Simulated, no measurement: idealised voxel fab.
Herein follows the process module entitled voxel self aligned contacts.
FYI the section here is cut, 290 nm wide, cells are 5 nm squares.
We lay out every cross-section as a grid of square cells and spell it out in bands from the top down, where one band means one or more rows of cells. A band entry consists of two parts. The first gives the height of the band's top and the height of its bottom, in nm. The rest lists the band's materials from left to right, each with its width in nm. A single material labelled with the word "everywhere" fills the band from edge to edge, and the word "blank" marks empty space. Zero point of the height axis is 0; under it, received wafer = one material. Lowest band: continues down indefinitely, "0 down". So if you see something like "30..40" for the width, read it as the top row of the band sitting at the first number and the bottom row at the second, with every row in between moving by the same amount as the last. No cell of the cross-section changed in a step that is given as "no change". "Closed void entries" lists enclosed empty spaces (at least 8 cells, no open path upward to the top), each as width x height at distance from the left edge, in nm. Post-settings text on a step line: simulator's own remark regarding the step. You can add "overlay nm" to a step's line. For a step with a mask, it describes how far the mask lay to the right of its planned position, and a negative number describes a lay to the left.
[The steps planned for the process are as follows]
1,RECEIVE,material Si
2,OXIDIZE,depth nm 5
3,DIRECTIONAL_DEP,material polySi,thk nm 25
4,DIRECTIONAL_DEP,material SiN,thk nm 20
5,DIRECTIONAL_DEP,material aC,thk nm 15
6,PATTERN,tone cover,mask id GATE,material resist,width nm 25,pitch nm 70,thk nm 30,overlay nm 0
7,DIRECTIONAL_ETCH,etch materials aC,depth nm 15
8,STRIP,etch materials resist
9,DIRECTIONAL_ETCH,etch materials SiN,depth nm 20
10,DIRECTIONAL_ETCH,etch materials polySi,depth nm 25
11,STRIP,etch materials aC
12,CONFORMAL_DEP,material SiN,thk nm 10
13,DIRECTIONAL_ETCH,etch materials SiN,depth nm 10
14,FILL_DEP,material SiO2,thk nm 20
15,CMP,height nm 55
16,MASKED_ETCH,tone open,mask id CONTACT,width nm 55,etch materials SiO2,depth nm 60,overlay nm 0
17,CONFORMAL_DEP,material TiN,thk nm 5
18,FILL_DEP,material W,thk nm 10
19,CMP,height nm 55
20,CONFORMAL_DEP,material SiN,thk nm 5
[First wafer out of two, processed as planned]
[Cross-section of the wafer upon arrival, representing the state reached after step 1]
* 0 down | Si everywhere
* Closed void entries: none
[Cross-section of the wafer after step 2]
* 0 to -5 | SiO2 everywhere
* Everything under -5 stays put, no change at all.
[Cross-section of the wafer after step 3]
* 25 to 0 | polySi everywhere
* Everything under 0 stays put, no change at all.
[Cross-section of the wafer after step 4]
* 45 to 25 | SiN everywhere
* Everything under 25 stays put, no change at all.
[Cross-section of the wafer after step 5]
* 60 to 45 | aC everywhere
* Everything under 45 stays put, no change at all.
[Cross-section of the wafer after step 6]
* 90 to 60 | 95 of blank, then 25 of resist, then 45 of blank, then 25 of resist, then 100 of blank
* Everything under 60 stays put, no change at all.
[Cross-section of the wafer after step 7]
* 75 to 60 | 95 of blank, then 25 of resist, then 45 of blank, then 25 of resist, then 100 of blank
* 60 to 45 | 95 of blank, then 25 of aC, then 45 of blank, then 25 of aC, then 100 of blank
* Everything under 45 stays put, no change at all.
[Cross-section of the wafer after step 8]
* 60 to 45 | 95 of blank, then 25 of aC, then 45 of blank, then 25 of aC, then 100 of blank
* Everything under 45 stays put, no change at all.
[Cross-section of the wafer after step 9]
* 60 to 45 | 95 of blank, then 25 of aC, then 45 of blank, then 25 of aC, then 100 of blank
* 45 to 25 | 95 of blank, then 25 of SiN, then 45 of blank, then 25 of SiN, then 100 of blank
* Everything under 25 stays put, no change at all.
[Cross-section of the wafer after step 10]
* 60 to 45 | 95 of blank, then 25 of aC, then 45 of blank, then 25 of aC, then 100 of blank
* 45 to 25 | 95 of blank, then 25 of SiN, then 45 of blank, then 25 of SiN, then 100 of blank
* 25 to 0 | 95 of blank, then 25 of polySi, then 45 of blank, then 25 of polySi, then 100 of blank
* Everything under 0 stays put, no change at all.
[Cross-section of the wafer after step 11]
* 45 to 25 | 95 of blank, then 25 of SiN, then 45 of blank, then 25 of SiN, then 100 of blank
* Everything under 25 stays put, no change at all.
[Cross-section of the wafer after step 12]
* 55 to 25 | 85 of blank, then 45 of SiN, then 25 of blank, then 45 of SiN, then 90 of blank
* 25 to 10 | 85 of blank, then 10 of SiN, then 25 of polySi, then 10 of SiN, then 25 of blank, then 10 of SiN, then 25 of polySi, then 10 of SiN, then 90 of blank
* 10 to 0 | 95 of SiN, then 25 of polySi, then 45 of SiN, then 25 of polySi, then 100 of SiN
* Everything under 0 stays put, no change at all.
[Cross-section of the wafer after step 13]
* 45 to 25 | 85 of blank, then 45 of SiN, then 25 of blank, then 45 of SiN, then 90 of blank
* 25 to 0 | 85 of blank, then 10 of SiN, then 25 of polySi, then 10 of SiN, then 25 of blank, then 10 of SiN, then 25 of polySi, then 10 of SiN, then 90 of blank
* Everything under 0 stays put, no change at all.
[Cross-section of the wafer after step 14]
* 65 to 45 | SiO2 everywhere
* 45 to 25 | 85 of SiO2, then 45 of SiN, then 25 of SiO2, then 45 of SiN, then 90 of SiO2
* 25 to 0 | 85 of SiO2, then 10 of SiN, then 25 of polySi, then 10 of SiN, then 25 of SiO2, then 10 of SiN, then 25 of polySi, then 10 of SiN, then 90 of SiO2
* Everything under 0 stays put, no change at all.
[Cross-section of the wafer after step 15]
* 55 to 45 | SiO2 everywhere
* Everything under 45 stays put, no change at all.
[Cross-section of the wafer after step 16]
* 55 to 45 | 115 of SiO2, then 55 of blank, then 120 of SiO2
* 45 to 25 | 85 of SiO2, then 45 of SiN, then 25 of blank, then 45 of SiN, then 90 of SiO2
* 25 to 0 | 85 of SiO2, then 10 of SiN, then 25 of polySi, then 10 of SiN, then 25 of blank, then 10 of SiN, then 25 of polySi, then 10 of SiN, then 90 of SiO2
* 0 to -5 | 130 of SiO2, then 25 of blank, then 135 of SiO2
* Everything under -5 stays put, no change at all.
[Cross-section of the wafer after step 17]
* 60 to 55 | 120 of TiN, then 45 of blank, then 125 of TiN
* 55 to 45 | 115 of SiO2, then 5..20 of TiN, then 45..15 of blank, then 5..20 of TiN, then 120 of SiO2
* 45 to 25 | 85 of SiO2, then 45 of SiN, then 5 of TiN, then 15 of blank, then 5 of TiN, then 45 of SiN, then 90 of SiO2
* 25 to 0 | 85 of SiO2, then 10 of SiN, then 25 of polySi, then 10 of SiN, then 5 of TiN, then 15 of blank, then 5 of TiN, then 10 of SiN, then 25 of polySi, then 10 of SiN, then 90 of SiO2
* 0 to -5 | 130 of SiO2, then 25 of TiN, then 135 of SiO2
* Everything under -5 stays put, no change at all.
[Cross-section of the wafer after step 18]
* 70 to 60 | W everywhere
* 60 to 55 | 120 of TiN, then 45 of W, then 125 of TiN
* 55 to 45 | 115 of SiO2, then 5..20 of TiN, then 45..15 of W, then 5..20 of TiN, then 120 of SiO2
* 45 to 25 | 85 of SiO2, then 45 of SiN, then 5 of TiN, then 15 of W, then 5 of TiN, then 45 of SiN, then 90 of SiO2
* 25 to 0 | 85 of SiO2, then 10 of SiN, then 25 of polySi, then 10 of SiN, then 5 of TiN, then 15 of W, then 5 of TiN, then 10 of SiN, then 25 of polySi, then 10 of SiN, then 90 of SiO2
* Everything under 0 stays put, no change at all.
[Cross-section of the wafer after step 19]
* 55 to 45 | 115 of SiO2, then 5..20 of TiN, then 45..15 of W, then 5..20 of TiN, then 120 of SiO2
* Everything under 45 stays put, no change at all.
[Cross-section of the wafer after step 20]
* 60 to 55 | SiN everywhere
* Everything under 55 stays put, no change at all.
[The second wafer began exactly as the first did and followed the same plan, but one mistake was made while running it; through step 5 inclusive, the two wafers are identical]
[Cross-section: second wafer, time at which step 6 was scheduled to end]
* 90 to 60 | 95 of resist, then 25 of blank, then 45 of resist, then 25 of blank, then 100 of resist
* Everything under 60 stays put, no change at all.
[Cross-section: second wafer, time at which step 7 was scheduled to end]
* 75 to 60 | 95 of resist, then 25 of blank, then 45 of resist, then 25 of blank, then 100 of resist
* 60 to 45 | 95 of aC, then 25 of blank, then 45 of aC, then 25 of blank, then 100 of aC
* Everything under 45 stays put, no change at all.
[Cross-section: second wafer, time at which step 8 was scheduled to end]
* 60 to 45 | 95 of aC, then 25 of blank, then 45 of aC, then 25 of blank, then 100 of aC
* Everything under 45 stays put, no change at all.
[Cross-section: second wafer, time at which step 9 was scheduled to end]
* 60 to 45 | 95 of aC, then 25 of blank, then 45 of aC, then 25 of blank, then 100 of aC
* 45 to 25 | 95 of SiN, then 25 of blank, then 45 of SiN, then 25 of blank, then 100 of SiN
* Everything under 25 stays put, no change at all.
[Cross-section: second wafer, time at which step 10 was scheduled to end]
* 60 to 45 | 95 of aC, then 25 of blank, then 45 of aC, then 25 of blank, then 100 of aC
* 45 to 25 | 95 of SiN, then 25 of blank, then 45 of SiN, then 25 of blank, then 100 of SiN
* 25 to 0 | 95 of polySi, then 25 of blank, then 45 of polySi, then 25 of blank, then 100 of polySi
* Everything under 0 stays put, no change at all.
[Cross-section: second wafer, time at which step 11 was scheduled to end]
* 45 to 25 | 95 of SiN, then 25 of blank, then 45 of SiN, then 25 of blank, then 100 of SiN
* Everything under 25 stays put, no change at all.
[Cross-section: second wafer, time at which step 12 was scheduled to end]
* 55 to 25 | 105 of SiN, then 5 of blank, then 65 of SiN, then 5 of blank, then 110 of SiN
* 25 to 10 | 95 of polySi, then 10 of SiN, then 5 of blank, then 10 of SiN, then 45 of polySi, then 10 of SiN, then 5 of blank, then 10 of SiN, then 100 of polySi
* 10 to 0 | 95 of polySi, then 25 of SiN, then 45 of polySi, then 25 of SiN, then 100 of polySi
* Everything under 0 stays put, no change at all.
[Cross-section: second wafer, time at which step 13 was scheduled to end]
* 45 to 25 | 105 of SiN, then 5 of blank, then 65 of SiN, then 5 of blank, then 110 of SiN
* 25 to 0 | 95 of polySi, then 10 of SiN, then 5 of blank, then 10 of SiN, then 45 of polySi, then 10 of SiN, then 5 of blank, then 10 of SiN, then 100 of polySi
* Everything under 0 stays put, no change at all.
[Cross-section: second wafer, time at which step 14 was scheduled to end]
* 65 to 45 | SiO2 everywhere
* 45 to 25 | 105 of SiN, then 5 of SiO2, then 65 of SiN, then 5 of SiO2, then 110 of SiN
* 25 to 0 | 95 of polySi, then 10 of SiN, then 5 of SiO2, then 10 of SiN, then 45 of polySi, then 10 of SiN, then 5 of SiO2, then 10 of SiN, then 100 of polySi
* Everything under 0 stays put, no change at all.
[Cross-section: second wafer, time at which step 15 was scheduled to end]
* 55 to 45 | SiO2 everywhere
* Everything under 45 stays put, no change at all.
[Cross-section: second wafer, time at which step 16 was scheduled to end]
* 55 to 45 | 115 of SiO2, then 55 of blank, then 120 of SiO2
* Everything under 45 stays put, no change at all.
[Cross-section: second wafer, time at which step 17 was scheduled to end]
* 60 to 55 | 120 of TiN, then 45 of blank, then 125 of TiN
* 55 to 50 | 115 of SiO2, then 5 of TiN, then 45 of blank, then 5 of TiN, then 120 of SiO2
* 50 to 45 | 115 of SiO2, then 55 of TiN, then 120 of SiO2
* Everything under 45 stays put, no change at all.
[Cross-section: second wafer, time at which step 18 was scheduled to end]
* 70 to 60 | W everywhere
* 60 to 55 | 120 of TiN, then 45 of W, then 125 of TiN
* 55 to 50 | 115 of SiO2, then 5 of TiN, then 45 of W, then 5 of TiN, then 120 of SiO2
* Everything under 50 stays put, no change at all.
[Cross-section: second wafer, time at which step 19 was scheduled to end]
* 55 to 50 | 115 of SiO2, then 5 of TiN, then 45 of W, then 5 of TiN, then 120 of SiO2
* Everything under 50 stays put, no change at all.
[Cross-section: second wafer, time at which step 20 was scheduled to end]
* 60 to 55 | SiN everywhere
* Everything under 55 stays put, no change at all.
Run error: step 6 was processed under conditions differing from the plan, specifically as PATTERN,tone open,mask id GATE,material resist,width nm 25,pitch nm 70,thk nm 30,overlay nm 0
at the end the second wafer has, in cells: +152 SiN; -292 SiO2; -20 TiN; -30 W; +190 polySi
